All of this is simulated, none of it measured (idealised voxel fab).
Process module in this document: voxel air gaps
Cross-sectional view cut (width: 295 nm; square cell size: 5 nm).
In this document a cross-section is written as a grid of square cells. It is given as a series of bands, listed from the top down, and a band is one or more rows of cells. First you get the band's top height and its bottom height, in nm, and then the materials it's made of, left to right, with each width in nm. If you see a single material with "throughout", that one covers the band edge to edge. "blank" is empty space. Heights from 0 (as-received wafer is one material below). Bottom band endless downward, as "0 -> down". The notation "30 to 40" denotes a width that varies across the rows of cells in the band, beginning at the first number in the top row, finishing at the second number in the bottom row, and changing by an identical amount from each row to the next. It should be understood that the words "nothing altered", when stated for a given step, signify that the cross-section underwent no change in any of its cells during that step. In the "Enclosed voids" entry, you get each enclosed empty space of 8 cells or more, one with no open way to the top, written width x height at distance, distance from the left edge, in nm. What comes after the settings on a step's line is commentary from the simulator itself on that step. Steps that use a mask can have "overlay nm" on their line. It says how far the mask sat to the right of where it was meant to be. Negative means to the left.

**Process steps foreseen in the plan**
- 1: RECEIVE [material Si]
- 2: CONFORMAL_DEP [material SiO2] [thk nm 15]
- 3: CONFORMAL_DEP [material SiCN] [thk nm 5]
- 4: DIRECTIONAL_DEP [material SiO2] [thk nm 40]
- 5: PATTERN [tone open] [mask id LINES] [material resist] [width nm 20] [pitch nm 45] [thk nm 15] [overlay nm 0]
- 6: DIRECTIONAL_ETCH [etch materials SiO2] [depth nm 40]
- 7: STRIP [etch materials resist]
- 8: CONFORMAL_DEP [material TiN] [thk nm 5]
- 9: FILL_DEP [material Ru] [thk nm 10]
- 10: CMP [height nm 60]
- 11: EPI [material Ru] [thk nm 10]
- 12: SELECTIVE_ETCH [etch materials SiO2] [depth nm 50]
- 13: CONFORMAL_DEP [material SiCN] [thk nm 5]

**First of two wafers - as planned**

**Cross-section of the wafer upon arrival, representing the state reached after step 1**
  0 -> down: Si throughout
  Enclosed voids: none

**The wafer in cross-section once step 2 is complete**
  15 -> 0: SiO2 throughout
  Nothing below the height 0 has changed.

**The wafer in cross-section once step 3 is complete**
  20 -> 15: SiCN throughout
  Nothing below the height 15 has changed.

**The wafer in cross-section once step 4 is complete**
  60 -> 20: SiO2 throughout
  Nothing below the height 20 has changed.

**The wafer in cross-section once step 5 is complete**
  75 -> 60: resist=70 / blank=20 / resist=25 / blank=20 / resist=25 / blank=20 / resist=25 / blank=20 / resist=70
  Nothing below the height 60 has changed.

**The wafer in cross-section once step 6 is complete**
  75 -> 60: resist=70 / blank=20 / resist=25 / blank=20 / resist=25 / blank=20 / resist=25 / blank=20 / resist=70
  60 -> 20: SiO2=70 / blank=20 / SiO2=25 / blank=20 / SiO2=25 / blank=20 / SiO2=25 / blank=20 / SiO2=70
  Nothing below the height 20 has changed.

**The wafer in cross-section once step 7 is complete**
  60 -> 20: SiO2=70 / blank=20 / SiO2=25 / blank=20 / SiO2=25 / blank=20 / SiO2=25 / blank=20 / SiO2=70
  Nothing below the height 20 has changed.

**The wafer in cross-section once step 8 is complete**
  65 -> 60: TiN=75 / blank=10 / TiN=35 / blank=10 / TiN=35 / blank=10 / TiN=35 / blank=10 / TiN=75
  60 -> 25: SiO2=70 / TiN=5 / blank=10 / TiN=5 / SiO2=25 / TiN=5 / blank=10 / TiN=5 / SiO2=25 / TiN=5 / blank=10 / TiN=5 / SiO2=25 / TiN=5 / blank=10 / TiN=5 / SiO2=70
  25 -> 20: SiO2=70 / TiN=20 / SiO2=25 / TiN=20 / SiO2=25 / TiN=20 / SiO2=25 / TiN=20 / SiO2=70
  Nothing below the height 20 has changed.

**The wafer in cross-section once step 9 is complete**
  75 -> 65: Ru throughout
  65 -> 60: TiN=75 / Ru=10 / TiN=35 / Ru=10 / TiN=35 / Ru=10 / TiN=35 / Ru=10 / TiN=75
  60 -> 25: SiO2=70 / TiN=5 / Ru=10 / TiN=5 / SiO2=25 / TiN=5 / Ru=10 / TiN=5 / SiO2=25 / TiN=5 / Ru=10 / TiN=5 / SiO2=25 / TiN=5 / Ru=10 / TiN=5 / SiO2=70
  Nothing below the height 25 has changed.

**The wafer in cross-section once step 10 is complete**
  60 -> 25: SiO2=70 / TiN=5 / Ru=10 / TiN=5 / SiO2=25 / TiN=5 / Ru=10 / TiN=5 / SiO2=25 / TiN=5 / Ru=10 / TiN=5 / SiO2=25 / TiN=5 / Ru=10 / TiN=5 / SiO2=70
  Nothing below the height 25 has changed.

**The wafer in cross-section once step 11 is complete**
  70 -> 60: blank=60 / Ru=40 / blank=5 / Ru=40 / blank=5 / Ru=40 / blank=5 / Ru=40 / blank=60
  Nothing below the height 60 has changed.

**The wafer in cross-section once step 12 is complete**
  70 -> 60: blank=60 / Ru=40 / blank=5 / Ru=40 / blank=5 / Ru=40 / blank=5 / Ru=40 / blank=60
  60 -> 25: blank=70 / TiN=5 / Ru=10 / TiN=5 / blank=25 / TiN=5 / Ru=10 / TiN=5 / blank=25 / TiN=5 / Ru=10 / TiN=5 / blank=25 / TiN=5 / Ru=10 / TiN=5 / blank=70
  25 -> 20: blank=70 / TiN=20 / blank=25 / TiN=20 / blank=25 / TiN=20 / blank=25 / TiN=20 / blank=70
  Nothing below the height 20 has changed.

**The wafer in cross-section once step 13 is complete**
  75 -> 70: blank=55 / SiCN=185 / blank=55
  70 -> 60: blank=55 / SiCN=5 / Ru=40 / SiCN=5 / Ru=40 / SiCN=5 / Ru=40 / SiCN=5 / Ru=40 / SiCN=5 / blank=55
  60 -> 55: blank=55 / SiCN=15 / TiN=5 / Ru=10 / TiN=5 / SiCN=25 / TiN=5 / Ru=10 / TiN=5 / SiCN=25 / TiN=5 / Ru=10 / TiN=5 / SiCN=25 / TiN=5 / Ru=10 / TiN=5 / SiCN=15 / blank=55
  55 -> 25: blank=65 / SiCN=5 / TiN=5 / Ru=10 / TiN=5 / SiCN=5 / blank=15 / SiCN=5 / TiN=5 / Ru=10 / TiN=5 / SiCN=5 / blank=15 / SiCN=5 / TiN=5 / Ru=10 / TiN=5 / SiCN=5 / blank=15 / SiCN=5 / TiN=5 / Ru=10 / TiN=5 / SiCN=5 / blank=65
  25 -> 20: SiCN=70 / TiN=20 / SiCN=25 / TiN=20 / SiCN=25 / TiN=20 / SiCN=25 / TiN=20 / SiCN=70
  Nothing below the height 20 has changed.
  Enclosed voids: 15 x 30 at 95; 15 x 30 at 140; 15 x 30 at 185

**Wafer two. Same start, same plan, one slip in execution. Same as wafer one through step 4, inclusive**

**Cross-section of the second wafer when, according to plan, step 5 should have finished**
  75 -> 60: blank=70 / resist=20 / blank=25 / resist=20 / blank=25 / resist=20 / blank=25 / resist=20 / blank=70
  Nothing below the height 60 has changed.

**Cross-section of the second wafer when, according to plan, step 6 should have finished**
  75 -> 60: blank=70 / resist=20 / blank=25 / resist=20 / blank=25 / resist=20 / blank=25 / resist=20 / blank=70
  60 -> 20: blank=70 / SiO2=20 / blank=25 / SiO2=20 / blank=25 / SiO2=20 / blank=25 / SiO2=20 / blank=70
  Nothing below the height 20 has changed.

**Cross-section of the second wafer when, according to plan, step 7 should have finished**
  60 -> 20: blank=70 / SiO2=20 / blank=25 / SiO2=20 / blank=25 / SiO2=20 / blank=25 / SiO2=20 / blank=70
  Nothing below the height 20 has changed.

**Cross-section of the second wafer when, according to plan, step 8 should have finished**
  65 -> 60: blank=65 / TiN=30 / blank=15 / TiN=30 / blank=15 / TiN=30 / blank=15 / TiN=30 / blank=65
  60 -> 25: blank=65 / TiN=5 / SiO2=20 / TiN=5 / blank=15 / TiN=5 / SiO2=20 / TiN=5 / blank=15 / TiN=5 / SiO2=20 / TiN=5 / blank=15 / TiN=5 / SiO2=20 / TiN=5 / blank=65
  25 -> 20: TiN=70 / SiO2=20 / TiN=25 / SiO2=20 / TiN=25 / SiO2=20 / TiN=25 / SiO2=20 / TiN=70
  Nothing below the height 20 has changed.

**Cross-section of the second wafer when, according to plan, step 9 should have finished**
  75 -> 65: Ru throughout
  65 -> 60: Ru=65 / TiN=30 / Ru=15 / TiN=30 / Ru=15 / TiN=30 / Ru=15 / TiN=30 / Ru=65
  60 -> 25: Ru=65 / TiN=5 / SiO2=20 / TiN=5 / Ru=15 / TiN=5 / SiO2=20 / TiN=5 / Ru=15 / TiN=5 / SiO2=20 / TiN=5 / Ru=15 / TiN=5 / SiO2=20 / TiN=5 / Ru=65
  Nothing below the height 25 has changed.

**Cross-section of the second wafer when, according to plan, step 10 should have finished**
  60 -> 25: Ru=65 / TiN=5 / SiO2=20 / TiN=5 / Ru=15 / TiN=5 / SiO2=20 / TiN=5 / Ru=15 / TiN=5 / SiO2=20 / TiN=5 / Ru=15 / TiN=5 / SiO2=20 / TiN=5 / Ru=65
  Nothing below the height 25 has changed.

**Cross-section of the second wafer when, according to plan, step 11 should have finished**
  70 -> 60: Ru throughout
  Nothing below the height 60 has changed.

Cross-section of the second wafer when, according to plan, step 12 should have finished: nothing altered

**Cross-section of the second wafer when, according to plan, step 13 should have finished**
  75 -> 70: SiCN throughout
  Nothing below the height 70 has changed.
Run error: rather than as planned, step 5 actually ran as PATTERN [tone cover] [mask id LINES] [material resist] [width nm 20] [pitch nm 45] [thk nm 15] [overlay nm 0]
Final difference in cells, second wafer against first, listed per material as more or fewer: +243 Ru | -100 SiCN | +128 SiO2 | +27 TiN
Ultimately, the number of closed voids is 3 in the first wafer and 0 in the second wafer.
